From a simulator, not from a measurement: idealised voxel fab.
process module | voxel ribs on slabs
cross-section cut | 175 nm wide | cells 5 nm
A cross-section is a grid of square cells, given in bands from the top down. A band is one or more rows of cells.
Each band's line starts with the height of the band's top and of its bottom, in nm. Then come its materials from left to right, each with its width in nm. One material with "throughout" fills the band from edge to edge. "air" is empty space.
Height 0 is the level under which the wafer as received is all one material. The lowest band goes on downwards, as in "0 down".
A width such as "30 to 40" changes by the same amount from each row of cells to the next, from the band's top row to its bottom row.
"no change" after a step means that no cell of the cross-section changed.
closed voids: empty space of 8 cells or more with no open way to the top, each as width x height at its distance from the left edge, in nm
after a step's settings: what the simulator itself notes on the step
overlay nm, on a step with a mask: how far to the right of its planned place the mask lay; to the left if negative
plan
1 op RECEIVE | material Si
2 op DIRECTIONAL_DEP | material SiO2 | thk nm 30
3 op DIRECTIONAL_DEP | material SiN | thk nm 20
4 op MASKED_ETCH | tone cover | mask id RIB | width nm 25 | etch materials SiN | depth nm 5 | overlay nm 0
5 op PATTERN | tone cover | mask id SLAB | material resist | width nm 85 | thk nm 15 | overlay nm 0
6 op DIRECTIONAL_ETCH | etch materials SiN | depth nm 15
7 op STRIP | etch materials resist
8 op FILL_DEP | material SiO2 | thk nm 20
9 op CMP | height nm 60
10 op DIRECTIONAL_DEP | material W | thk nm 5
11 op DIRECTIONAL_DEP | material aC | thk nm 10
12 op PATTERN | tone cover | mask id HEATER | material resist | width nm 35 | thk nm 30 | overlay nm 0
13 op DIRECTIONAL_ETCH | etch materials aC | depth nm 10
14 op STRIP | etch materials resist
15 op DIRECTIONAL_ETCH | etch materials W | depth nm 5
16 op STRIP | etch materials aC
17 op CONFORMAL_DEP | material SiN | thk nm 5
as received, after step 1
  0 down: Si throughout
  closed voids: none
a wafer at the end: this start, this plan, one mistake
  65 to 60: air 70 | W 35 | air 70
  60 to 50: SiO2 throughout
  50 to 45: SiO2 75 | SiN 25 | SiO2 75
  45 to 30: SiO2 45 | SiN 85 | SiO2 45
  30 to 0: SiO2 throughout
  0 down: Si throughout
  closed voids: none
what went wrong: step 17 was left out
